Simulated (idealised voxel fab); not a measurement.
Process module name: voxel transistor to metal
Section shown: cut. Width: 195 nm. Cell size: 5 nm, square.
Notation: cross-section as square-cell grid; stated in bands, top first, going down; one or more cell rows per band.
What a band's entry tells you: where the top is and where the bottom is, as heights in nm, and after that what lies inside, material by material from left to right, each with its width in nm. Empty space is written as the word "blank", and a single material marked with the word "everywhere" occupies the band from edge to edge.
The level at which height equals 0 is the one under which the wafer, as it arrives, is entirely one material. No lower edge exists for the bottom band, which continues downward and is notated as in "0 nm and below".
So if you see something like "30->40" for the width, read it as the top row of the band sitting at the first number and the bottom row at the second, with every row in between moving by the same amount as the last.
"identical to before" means the step left every cell of the cross-section as it was.
Heads up: "Sealed cavities" only lists the empty pockets with no open path to the top that are 8 cells or more, and it writes them as width x height at distance, distance from the left edge, in nm.
after a step's settings: what the simulator itself notes on the step
"overlay nm" denotes, for a step that has a mask, the displacement of the mask to the right of its planned place, with negative values corresponding to the left.
Steps planned for the process
1 RECEIVE, material Si
2 OXIDIZE, depth nm 5
3 CONFORMAL_DEP, material SiN, thk nm 10
4 MASKED_ETCH, tone cover, mask id ACTIVE, width nm 115, etch materials SiN, depth nm 10, overlay nm 0
5 MASKED_ETCH, tone cover, mask id ACTIVE, width nm 115, etch materials SiO2, depth nm 5, overlay nm 0
6 MASKED_ETCH, tone cover, mask id ACTIVE, width nm 115, etch materials Si, depth nm 35, overlay nm 0
7 FILL_DEP, material SiO2, thk nm 10
8 CMP, height nm 10
9 SELECTIVE_ETCH, etch materials SiO2, depth nm 10
10 STRIP, etch materials SiN
11 SELECTIVE_ETCH, etch materials SiO2, depth nm 5
12 OXIDIZE, depth nm 5
13 DIRECTIONAL_DEP, material polySi, thk nm 30
14 DIRECTIONAL_DEP, material SiCN, thk nm 15
15 DIRECTIONAL_DEP, material aC, thk nm 10
16 PATTERN, tone cover, mask id GATE, material resist, width nm 25, thk nm 30, overlay nm 0
17 DIRECTIONAL_ETCH, etch materials aC, depth nm 10
18 STRIP, etch materials resist
19 DIRECTIONAL_ETCH, etch materials SiCN, depth nm 25
20 DIRECTIONAL_ETCH, etch materials polySi, depth nm 40
21 STRIP, etch materials aC
22 CONFORMAL_DEP, material SiO2, thk nm 5
23 DIRECTIONAL_ETCH, etch materials SiO2, depth nm 5
24 CONFORMAL_DEP, material SiN, thk nm 5
25 DIRECTIONAL_ETCH, etch materials SiN, depth nm 5
26 DIRECTIONAL_ETCH, etch materials SiO2, depth nm 5
27 EPI, material nSi, thk nm 5
28 FILL_DEP, material SiO2, thk nm 10
29 CMP, height nm 40
30 DIRECTIONAL_DEP, material SiO2, thk nm 10
31 PATTERN, tone open, mask id CONTACT, material resist, width nm 15, pitch nm 80, thk nm 15, overlay nm 0
32 DIRECTIONAL_ETCH, etch materials SiO2, depth nm 55
33 STRIP, etch materials resist
34 CONFORMAL_DEP, material TiN, thk nm 5
35 FILL_DEP, material Ru, thk nm 10
36 CMP, height nm 50
37 CONFORMAL_DEP, material SiN, thk nm 5
38 DIRECTIONAL_DEP, material SiO2, thk nm 20
39 DIRECTIONAL_DEP, material aC, thk nm 15
40 PATTERN, tone open, mask id METAL_1, material resist, width nm 15, pitch nm 80, thk nm 35, overlay nm 0
41 DIRECTIONAL_ETCH, etch materials aC, depth nm 15
42 STRIP, etch materials resist
43 DIRECTIONAL_ETCH, etch materials SiO2, depth nm 20
44 DIRECTIONAL_ETCH, etch materials SiN, depth nm 5
45 STRIP, etch materials aC
46 CONFORMAL_DEP, material TiN, thk nm 5
47 FILL_DEP, material Cu, thk nm 10
48 CMP, height nm 75
49 CONFORMAL_DEP, material SiCN, thk nm 5
Here's what the wafer looked like in cross-section when it arrived - that's after step 1
  0 nm and below | Si everywhere
  Sealed cavities: none
Cross-sectional image of the first of two wafers at the end of the module, the run having proceeded as planned
  80 nm to 75 nm | SiCN everywhere
  75 nm to 55 nm | SiO2 50 nm, then TiN 5 nm, then Cu 5 nm, then TiN 5 nm, then SiO2 65 nm, then TiN 5 nm, then Cu 5 nm, then TiN 5 nm, then SiO2 50 nm
  55 nm to 50 nm | SiN 50 nm, then TiN 15 nm, then SiN 65 nm, then TiN 15 nm, then SiN 50 nm
  50 nm to 40 nm | SiO2 50 nm, then TiN 5 nm, then Ru 5 nm, then TiN 5 nm, then SiO2 65 nm, then TiN 5 nm, then Ru 5 nm, then TiN 5 nm, then SiO2 50 nm
  40 nm to 25 nm | SiO2 50 nm, then TiN 5 nm, then Ru 5 nm, then TiN 5 nm, then SiO2 10 nm, then SiN 5 nm, then SiO2 5 nm, then SiCN 25 nm, then SiO2 5 nm, then SiN 5 nm, then SiO2 10 nm, then TiN 5 nm, then Ru 5 nm, then TiN 5 nm, then SiO2 50 nm
  25 nm to 0 nm | SiO2 50 nm, then TiN 5 nm, then Ru 5 nm, then TiN 5 nm, then SiO2 10 nm, then SiN 5 nm, then SiO2 5 nm, then polySi 25 nm, then SiO2 5 nm, then SiN 5 nm, then SiO2 10 nm, then TiN 5 nm, then Ru 5 nm, then TiN 5 nm, then SiO2 50 nm
  0 nm to -5 nm | SiO2 50 nm, then TiN 15 nm, then SiO2 10 nm, then SiN 5 nm, then SiO2 5 nm, then polySi 25 nm, then SiO2 5 nm, then SiN 5 nm, then SiO2 10 nm, then TiN 15 nm, then SiO2 50 nm
  -5 nm to -10 nm | SiO2 35 nm, then nSi 40 nm, then SiO2 45 nm, then nSi 40 nm, then SiO2 35 nm
  -10 nm to -40 nm | SiO2 40 nm, then Si 115 nm, then SiO2 40 nm
  -40 nm and below | Si everywhere
  Sealed cavities: none
Cross-sectional image of the second wafer of the two following completion of the module. Starting state and process plan were the same as for the first wafer; one execution error occurred
  80 nm to 75 nm | SiCN everywhere
  75 nm to 70 nm | Cu everywhere
  70 nm to 65 nm | TiN 55 nm, then Cu 5 nm, then TiN 75 nm, then Cu 5 nm, then TiN 55 nm
  65 nm to 55 nm | SiO2 50 nm, then TiN 5 nm, then Cu 5 nm, then TiN 5 nm, then SiO2 65 nm, then TiN 5 nm, then Cu 5 nm, then TiN 5 nm, then SiO2 50 nm
  55 nm to 50 nm | SiN 50 nm, then TiN 15 nm, then SiN 65 nm, then TiN 15 nm, then SiN 50 nm
  50 nm to 40 nm | SiO2 50 nm, then TiN 5 nm, then Ru 5 nm, then TiN 5 nm, then SiO2 65 nm, then TiN 5 nm, then Ru 5 nm, then TiN 5 nm, then SiO2 50 nm
  40 nm to 25 nm | SiO2 50 nm, then TiN 5 nm, then Ru 5 nm, then TiN 5 nm, then SiO2 10 nm, then SiN 5 nm, then SiO2 5 nm, then SiCN 25 nm, then SiO2 5 nm, then SiN 5 nm, then SiO2 10 nm, then TiN 5 nm, then Ru 5 nm, then TiN 5 nm, then SiO2 50 nm
  25 nm to 0 nm | SiO2 50 nm, then TiN 5 nm, then Ru 5 nm, then TiN 5 nm, then SiO2 10 nm, then SiN 5 nm, then SiO2 5 nm, then polySi 25 nm, then SiO2 5 nm, then SiN 5 nm, then SiO2 10 nm, then TiN 5 nm, then Ru 5 nm, then TiN 5 nm, then SiO2 50 nm
  0 nm to -5 nm | SiO2 50 nm, then TiN 15 nm, then SiO2 10 nm, then SiN 5 nm, then SiO2 5 nm, then polySi 25 nm, then SiO2 5 nm, then SiN 5 nm, then SiO2 10 nm, then TiN 15 nm, then SiO2 50 nm
  -5 nm to -10 nm | SiO2 35 nm, then nSi 40 nm, then SiO2 45 nm, then nSi 40 nm, then SiO2 35 nm
  -10 nm to -40 nm | SiO2 40 nm, then Si 115 nm, then SiO2 40 nm
  -40 nm and below | Si everywhere
  Sealed cavities: none
The plan and the run diverged here: step 38 ran differently from the plan; actual operation with settings: DIRECTIONAL_DEP, material SiO2, thk nm 10
The final cell counts differ between the wafers, with the second having more or fewer of some materials than the first: Cu +37; SiO2 -66; TiN +29
